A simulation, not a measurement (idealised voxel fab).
The process module that follows is named voxel self aligned contacts.
This is section cut - it's 180 nm across, gridded in 5 nm square cells.
Cross-section spec: square-cell grid; bands listed top down; each band is one or more rows.
Each band's line starts with the height of the band's top and of its bottom, in nm. Then come its materials from left to right, each with its width in nm. One material with "all across" fills the band from edge to edge. "blank" is empty space.
The reference from which all heights are counted is 0, the level beneath which the as-received wafer is entirely one material; the lowest band, having no lower bound, proceeds downward and is written after the example "0 nm and below".
A width given as "30 to 40" starts at the first number in the band's top row and ends at the second number in its bottom row, shifting by an equal amount at every step from row to row.
"no modification" for a step: no cell of the cross-section changed in that step.
Under "Enclosed void listing" you'll find the enclosed gaps, the ones with no way out to the top, that are 8 cells or bigger; each reads width x height at distance, with distance counted from the left edge, everything in nm.
Formally, on a step line, whatever follows the settings is a remark that the simulator itself makes on the step.
overlay nm: step with mask; distance mask lay right of planned place; negative value = left of planned place.

This section lists the process steps that were planned
- 1: RECEIVE | material Si
- 2: OXIDIZE | depth nm 5
- 3: DIRECTIONAL_DEP | material polySi | thk nm 20
- 4: DIRECTIONAL_DEP | material SiN | thk nm 15
- 5: DIRECTIONAL_DEP | material aC | thk nm 10
- 6: PATTERN | tone cover | mask id GATE | material resist | width nm 25 | pitch nm 50 | thk nm 25 | overlay nm 0
- 7: DIRECTIONAL_ETCH | etch materials aC | depth nm 10
- 8: STRIP | etch materials resist
- 9: DIRECTIONAL_ETCH | etch materials SiN | depth nm 15
- 10: DIRECTIONAL_ETCH | etch materials polySi | depth nm 20
- 11: STRIP | etch materials aC
- 12: CONFORMAL_DEP | material SiN | thk nm 5
- 13: DIRECTIONAL_ETCH | etch materials SiN | depth nm 5
- 14: FILL_DEP | material SiO2 | thk nm 10
- 15: CMP | height nm 40
- 16: PATTERN | tone open | mask id CONTACT | material resist | width nm 35 | thk nm 15 | overlay nm 0
- 17: DIRECTIONAL_ETCH | etch materials SiO2 | depth nm 45
- 18: STRIP | etch materials resist
- 19: CONFORMAL_DEP | material TiN | thk nm 5
- 20: FILL_DEP | material Ru | thk nm 10
- 21: CMP | height nm 40
- 22: CONFORMAL_DEP | material SiN | thk nm 5

Wafer cross-section on receipt, i.e. after step 1
	0 nm and below: Si all across
	Enclosed void listing: none

The module was run from the start shown above using the plan shown above, but one mistake was made doing it; the resulting wafer cross-section is below
	45 nm to 40 nm: SiN all across
	40 nm to 35 nm: SiO2 70  TiN 35  SiO2 75
	35 nm to 20 nm: SiN 55  SiO2 15  SiN 35  SiO2 15  SiN 60
	20 nm to 0 nm: polySi 50  SiN 5  SiO2 15  SiN 5  polySi 25  SiN 5  SiO2 15  SiN 5  polySi 55
	0 nm to -5 nm: SiO2 all across
	-5 nm and below: Si all across
	Enclosed void listing: none
It is concluded that the wafer was processed incorrectly with respect to the plan, in that rather than as planned, step 6 actually ran as PATTERN | tone open | mask id GATE | material resist | width nm 25 | pitch nm 50 | thk nm 25 | overlay nm 0
